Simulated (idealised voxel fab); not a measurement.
Process module heading - voxel self aligned contacts
Square cell edge 5 nm, section width 300 nm, ID cut.
Throughout this document, each cross-section is represented as a grid of square cells and is presented as a sequence of bands enumerated from the top downward, where a band comprises one or more rows of cells.
Each band's line starts with the height of the band's top and of its bottom, in nm. Then come its materials from left to right, each with its width in nm. One material with "throughout" fills the band from edge to edge. "empty" is empty space.
All heights in this document are referenced to 0, defined as the level beneath which the wafer, as received, consists entirely of one material. The lowest band is not bounded below; it extends indefinitely downward and is written in the form "0 and below".
Think of "30 to 40" as a width that walks from the first number to the second as you go down the band, top row to bottom row, taking equal-sized steps from row to row.
When a step is marked "no change", none of the cells in the cross-section changed during that step.
Basically, "Trapped cavities" tells you about the enclosed voids: empty spaces with no open way to the top, 8 cells or bigger, each written width x height at distance, where distance is from the left edge, all in nm.
Whatever follows a step's settings on its line is a remark the simulator itself makes about that step.
You can add "overlay nm" to a step's line. For a step with a mask, it describes how far the mask lay to the right of its planned position, and a negative number describes a lay to the left.

# These are the steps we planned for the process
1,RECEIVE [material Si]
2,CONFORMAL_DEP [material SiO2] [thk nm 5]
3,DIRECTIONAL_DEP [material polySi] [thk nm 25]
4,DIRECTIONAL_DEP [material SiN] [thk nm 20]
5,DIRECTIONAL_DEP [material aC] [thk nm 10]
6,PATTERN [tone cover] [mask id GATE] [material resist] [width nm 25] [pitch nm 55] [thk nm 30] [overlay nm 0]
7,DIRECTIONAL_ETCH [etch materials aC] [depth nm 10]
8,STRIP [etch materials resist]
9,DIRECTIONAL_ETCH [etch materials SiN] [depth nm 20]
10,DIRECTIONAL_ETCH [etch materials polySi] [depth nm 25]
11,STRIP [etch materials aC]
12,CONFORMAL_DEP [material SiN] [thk nm 5]
13,DIRECTIONAL_ETCH [etch materials SiN] [depth nm 5]
14,FILL_DEP [material SiO2] [thk nm 10]
15,CMP [height nm 55]
16,MASKED_ETCH [tone open] [mask id CONTACT] [width nm 40] [pitch nm 55] [etch materials SiO2] [depth nm 55] [overlay nm 0]
17,CONFORMAL_DEP [material TiN] [thk nm 5]
18,FILL_DEP [material W] [thk nm 5]
19,CMP [height nm 55]
20,CONFORMAL_DEP [material SiCN] [thk nm 5]

# Wafer at receipt (post step 1), cross-section
- 0 and below  Si throughout
- Trapped cavities: none

# Same starting wafer, same plan as above, one mistake in the execution; this is the cross-section at the end of the module
- 60 down to 55  SiCN throughout
- 55 down to 45  100 nm SiO2, then 5 to 10 nm TiN, then 30 to 20 nm W, then 5 to 10 nm TiN, then 15 nm SiO2, then 5 to 10 nm TiN, then 30 to 20 nm W, then 5 to 10 nm TiN, then 105 nm SiO2
- 45 down to 30  80 nm SiO2, then 25 nm SiN, then 5 nm TiN, then 20 nm W, then 5 nm TiN, then 25 nm SiN, then 5 nm TiN, then 20 nm W, then 5 nm TiN, then 25 nm SiN, then 85 nm SiO2
- 30 down to 5  80 nm SiO2, then 25 nm polySi, then 5 nm TiN, then 20 nm W, then 5 nm TiN, then 25 nm polySi, then 5 nm TiN, then 20 nm W, then 5 nm TiN, then 25 nm polySi, then 85 nm SiO2
- 5 down to 0  105 nm SiO2, then 30 nm TiN, then 25 nm SiO2, then 30 nm TiN, then 110 nm SiO2
- 0 and below  Si throughout
- Trapped cavities: none
Diagnosis: step 12 of the plan got skipped, so it never ran
